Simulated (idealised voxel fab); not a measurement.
Process module in this document: voxel spacer lines
We display cut, a cross-section 300 nm in width whose square cells are each 5 nm.
Throughout this document, each cross-section is represented as a grid of square cells and is presented as a sequence of bands enumerated from the top downward, where a band comprises one or more rows of cells.
This entry defines a band. It first specifies the height of the band's top and the height of its bottom in nm, and then specifies the band's materials from left to right, stating each material with its width in nm. The word "all across" identifies a single material that fills the band from edge to edge, while the word "air" identifies empty space.
Basically, 0 is our baseline, since under it the wafer straight out of the box is all one material. The bottom band has no lower end and keeps on going down, so it looks like "0..down".
A two-number width, for instance "30 to 40", indicates that the width is equal to the first number in the top row of the band and to the second number in the bottom row, and that it changes by a constant amount per row of cells.
Take "no modification" at face value: in the step it is given for, the cross-section changed in none of its cells.
"Fully sealed cavities" means: voids of 8 cells or more that are shut off from the top with no open way through. Written width x height at distance, distance from the left edge, in nm.
Past the settings on a step's line: simulator remark, on that step.
You can add "overlay nm" to a step's line. For a step with a mask, it describes how far the mask lay to the right of its planned position, and a negative number describes a lay to the left.
The process steps that were planned are listed below
1,RECEIVE, material Si
2,CONFORMAL_DEP, material SiO2, thk nm 5
3,DIRECTIONAL_DEP, material W, thk nm 10
4,DIRECTIONAL_DEP, material polySi, thk nm 30
5,PATTERN, tone cover, mask id MANDREL, material resist, width nm 20, pitch nm 70, thk nm 35, overlay nm 0
6,DIRECTIONAL_ETCH, etch materials polySi, depth nm 30
7,STRIP, etch materials resist
8,CONFORMAL_DEP, material SiN, thk nm 15
9,DIRECTIONAL_ETCH, etch materials SiN, depth nm 15
10,STRIP, etch materials polySi
11,DIRECTIONAL_ETCH, etch materials W, depth nm 10
12,STRIP, etch materials SiN
13,FILL_DEP, material SiO2, thk nm 5
14,CMP, height nm 15
First wafer of two (run as planned)
This is the cross-section of the wafer as we received it, i.e. after step 1
* 0..down: Si all across
* Fully sealed cavities: none
Cross-section through the wafer, step 2 finished
* 5..0: SiO2 all across
* below 0: unchanged
Cross-section through the wafer, step 3 finished
* 15..5: W all across
* below 5: unchanged
Cross-section through the wafer, step 4 finished
* 45..15: polySi all across
* below 15: unchanged
Cross-section through the wafer, step 5 finished
* 80..45: air 70, resist 20, air 50, resist 20, air 50, resist 20, air 70
* below 45: unchanged
Cross-section through the wafer, step 6 finished
* 80..45: air 70, resist 20, air 50, resist 20, air 50, resist 20, air 70
* 45..15: air 70, polySi 20, air 50, polySi 20, air 50, polySi 20, air 70
* below 15: unchanged
Cross-section through the wafer, step 7 finished
* 45..15: air 70, polySi 20, air 50, polySi 20, air 50, polySi 20, air 70
* below 15: unchanged
Cross-section through the wafer, step 8 finished
* 60..45: air 55, SiN 50, air 20, SiN 50, air 20, SiN 50, air 55
* 45..30: air 55, SiN 15, polySi 20, SiN 15, air 20, SiN 15, polySi 20, SiN 15, air 20, SiN 15, polySi 20, SiN 15, air 55
* 30..15: SiN 70, polySi 20, SiN 50, polySi 20, SiN 50, polySi 20, SiN 70
* below 15: unchanged
Cross-section through the wafer, step 9 finished
* 45..15: air 55, SiN 15, polySi 20, SiN 15, air 20, SiN 15, polySi 20, SiN 15, air 20, SiN 15, polySi 20, SiN 15, air 55
* below 15: unchanged
Cross-section through the wafer, step 10 finished
* 45..15: air 55, SiN 15, air 20, SiN 15, air 20, SiN 15, air 20, SiN 15, air 20, SiN 15, air 20, SiN 15, air 55
* below 15: unchanged
Cross-section through the wafer, step 11 finished
* 45..15: air 55, SiN 15, air 20, SiN 15, air 20, SiN 15, air 20, SiN 15, air 20, SiN 15, air 20, SiN 15, air 55
* 15..5: air 55, W 15, air 20, W 15, air 20, W 15, air 20, W 15, air 20, W 15, air 20, W 15, air 55
* below 5: unchanged
Cross-section through the wafer, step 12 finished
* 15..5: air 55, W 15, air 20, W 15, air 20, W 15, air 20, W 15, air 20, W 15, air 20, W 15, air 55
* below 5: unchanged
Cross-section through the wafer, step 13 finished
* 20..15: SiO2 all across
* 15..5: SiO2 55, W 15, SiO2 20, W 15, SiO2 20, W 15, SiO2 20, W 15, SiO2 20, W 15, SiO2 20, W 15, SiO2 55
* below 5: unchanged
Cross-section through the wafer, step 14 finished
* 15..5: SiO2 55, W 15, SiO2 20, W 15, SiO2 20, W 15, SiO2 20, W 15, SiO2 20, W 15, SiO2 20, W 15, SiO2 55
* below 5: unchanged
For the second wafer, take the first wafer's start and plan, then add one mistake made in running it; everything through step 1, that step included, is shared with the first
Cross-sectional view of the second wafer at the intended end time of process step 2: no modification
Cross-sectional view of the second wafer at the intended end time of process step 3
* 10..0: W all across
* below 0: unchanged
Cross-sectional view of the second wafer at the intended end time of process step 4
* 40..10: polySi all across
* below 10: unchanged
Cross-sectional view of the second wafer at the intended end time of process step 5
* 75..40: air 70, resist 20, air 50, resist 20, air 50, resist 20, air 70
* below 40: unchanged
Cross-sectional view of the second wafer at the intended end time of process step 6
* 75..40: air 70, resist 20, air 50, resist 20, air 50, resist 20, air 70
* 40..10: air 70, polySi 20, air 50, polySi 20, air 50, polySi 20, air 70
* below 10: unchanged
Cross-sectional view of the second wafer at the intended end time of process step 7
* 40..10: air 70, polySi 20, air 50, polySi 20, air 50, polySi 20, air 70
* below 10: unchanged
Cross-sectional view of the second wafer at the intended end time of process step 8
* 55..40: air 55, SiN 50, air 20, SiN 50, air 20, SiN 50, air 55
* 40..25: air 55, SiN 15, polySi 20, SiN 15, air 20, SiN 15, polySi 20, SiN 15, air 20, SiN 15, polySi 20, SiN 15, air 55
* 25..10: SiN 70, polySi 20, SiN 50, polySi 20, SiN 50, polySi 20, SiN 70
* below 10: unchanged
Cross-sectional view of the second wafer at the intended end time of process step 9
* 40..10: air 55, SiN 15, polySi 20, SiN 15, air 20, SiN 15, polySi 20, SiN 15, air 20, SiN 15, polySi 20, SiN 15, air 55
* below 10: unchanged
Cross-sectional view of the second wafer at the intended end time of process step 10
* 40..10: air 55, SiN 15, air 20, SiN 15, air 20, SiN 15, air 20, SiN 15, air 20, SiN 15, air 20, SiN 15, air 55
* below 10: unchanged
Cross-sectional view of the second wafer at the intended end time of process step 11
* 40..10: air 55, SiN 15, air 20, SiN 15, air 20, SiN 15, air 20, SiN 15, air 20, SiN 15, air 20, SiN 15, air 55
* 10..0: air 55, W 15, air 20, W 15, air 20, W 15, air 20, W 15, air 20, W 15, air 20, W 15, air 55
* below 0: unchanged
Cross-sectional view of the second wafer at the intended end time of process step 12
* 10..0: air 55, W 15, air 20, W 15, air 20, W 15, air 20, W 15, air 20, W 15, air 20, W 15, air 55
* below 0: unchanged
Cross-sectional view of the second wafer at the intended end time of process step 13
* 15..10: SiO2 all across
* 10..0: SiO2 55, W 15, SiO2 20, W 15, SiO2 20, W 15, SiO2 20, W 15, SiO2 20, W 15, SiO2 20, W 15, SiO2 55
* below 0: unchanged
Cross-sectional view of the second wafer at the intended end time of process step 14: no modification
Run error: plan step 2: skipped, not run
Both wafers, final: cells per material equal; arrangement not.
